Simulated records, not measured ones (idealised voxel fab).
process module | voxel ribs on slabs
cross-section cut | 150 nm wide | cells 5 nm
A cross-section is a grid of square cells, given in bands from the top down. A band is one or more rows of cells.
Each band's line starts with the height of the band's top and of its bottom, in nm. Then come its materials from left to right, each with its width in nm. One material with "throughout" fills the band from edge to edge. "air" is empty space.
Height 0 is the level under which the wafer as received is all one material. The lowest band goes on downwards, as in "0 down".
A width such as "30 to 40" changes by the same amount from each row of cells to the next, from the band's top row to its bottom row.
"no change" after a step means that no cell of the cross-section changed.
closed voids: empty space of 8 cells or more with no open way to the top, each as width x height at its distance from the left edge, in nm
after a step's settings: what the simulator itself notes on the step
overlay nm, on a step with a mask: how far to the right of its planned place the mask lay; to the left if negative
plan
1 op RECEIVE | material Si
2 op DIRECTIONAL_DEP | material SiO2 | thk nm 30
3 op DIRECTIONAL_DEP | material SiN | thk nm 15
4 op MASKED_ETCH | tone cover | mask id RIB | width nm 30 | etch materials SiN | depth nm 5 | overlay nm 0
5 op PATTERN | tone cover | mask id SLAB | material resist | width nm 60 | thk nm 20 | overlay nm 0
6 op DIRECTIONAL_ETCH | etch materials SiN | depth nm 10
7 op STRIP | etch materials resist
8 op FILL_DEP | material SiO2 | thk nm 20
9 op CMP | height nm 55
10 op DIRECTIONAL_DEP | material TiN | thk nm 10
11 op MASKED_ETCH | tone cover | mask id HEATER | width nm 40 | etch materials TiN | depth nm 10 | overlay nm 0
12 op CONFORMAL_DEP | material SiO2 | thk nm 5
first wafer, as planned
as received, after step 1
  0 down: Si throughout
  closed voids: none
after step 2
  30 to 0: SiO2 throughout
  below 0: unchanged
after step 3
  45 to 30: SiN throughout
  below 30: unchanged
after step 4
  45 to 40: air 60 | SiN 30 | air 60
  below 40: unchanged
after step 5
  65 to 45: air 45 | resist 60 | air 45
  45 to 40: air 45 | resist 15 | SiN 30 | resist 15 | air 45
  below 40: unchanged
after step 6
  65 to 45: air 45 | resist 60 | air 45
  45 to 40: air 45 | resist 15 | SiN 30 | resist 15 | air 45
  40 to 30: air 45 | SiN 60 | air 45
  below 30: unchanged
after step 7
  45 to 40: air 60 | SiN 30 | air 60
  below 40: unchanged
after step 8
  65 to 45: SiO2 throughout
  45 to 40: SiO2 60 | SiN 30 | SiO2 60
  40 to 30: SiO2 45 | SiN 60 | SiO2 45
  below 30: unchanged
after step 9
  55 to 45: SiO2 throughout
  below 45: unchanged
after step 10
  65 to 55: TiN throughout
  below 55: unchanged
after step 11
  65 to 55: air 55 | TiN 40 | air 55
  below 55: unchanged
after step 12
  70 to 65: air 50 | SiO2 50 | air 50
  65 to 60: air 50 | SiO2 5 | TiN 40 | SiO2 5 | air 50
  60 to 55: SiO2 55 | TiN 40 | SiO2 55
  below 55: unchanged
second wafer: like start, like plan, one mistake. Through step 4 it matches the first wafer
when step 5 should have ended
  65 to 45: air 45 | resist 65 | air 40
  45 to 40: air 45 | resist 15 | SiN 30 | resist 20 | air 40
  below 40: unchanged
when step 6 should have ended
  65 to 45: air 45 | resist 65 | air 40
  45 to 40: air 45 | resist 15 | SiN 30 | resist 20 | air 40
  40 to 30: air 45 | SiN 65 | air 40
  below 30: unchanged
when step 7 should have ended
  45 to 40: air 60 | SiN 30 | air 60
  below 40: unchanged
when step 8 should have ended
  65 to 45: SiO2 throughout
  45 to 40: SiO2 60 | SiN 30 | SiO2 60
  40 to 30: SiO2 45 | SiN 65 | SiO2 40
  below 30: unchanged
when step 9 should have ended
  55 to 45: SiO2 throughout
  below 45: unchanged
when step 10 should have ended
  65 to 55: TiN throughout
  below 55: unchanged
when step 11 should have ended
  65 to 55: air 55 | TiN 40 | air 55
  below 55: unchanged
when step 12 should have ended
  70 to 65: air 50 | SiO2 50 | air 50
  65 to 60: air 50 | SiO2 5 | TiN 40 | SiO2 5 | air 50
  60 to 55: SiO2 55 | TiN 40 | SiO2 55
  below 55: unchanged
what went wrong: step 5 ran as: op PATTERN | tone cover | mask id SLAB | material resist | width nm 65 | thk nm 20 | overlay nm 0
at the end the second wafer has, in cells: 2 more of SiN | 2 fewer of SiO2
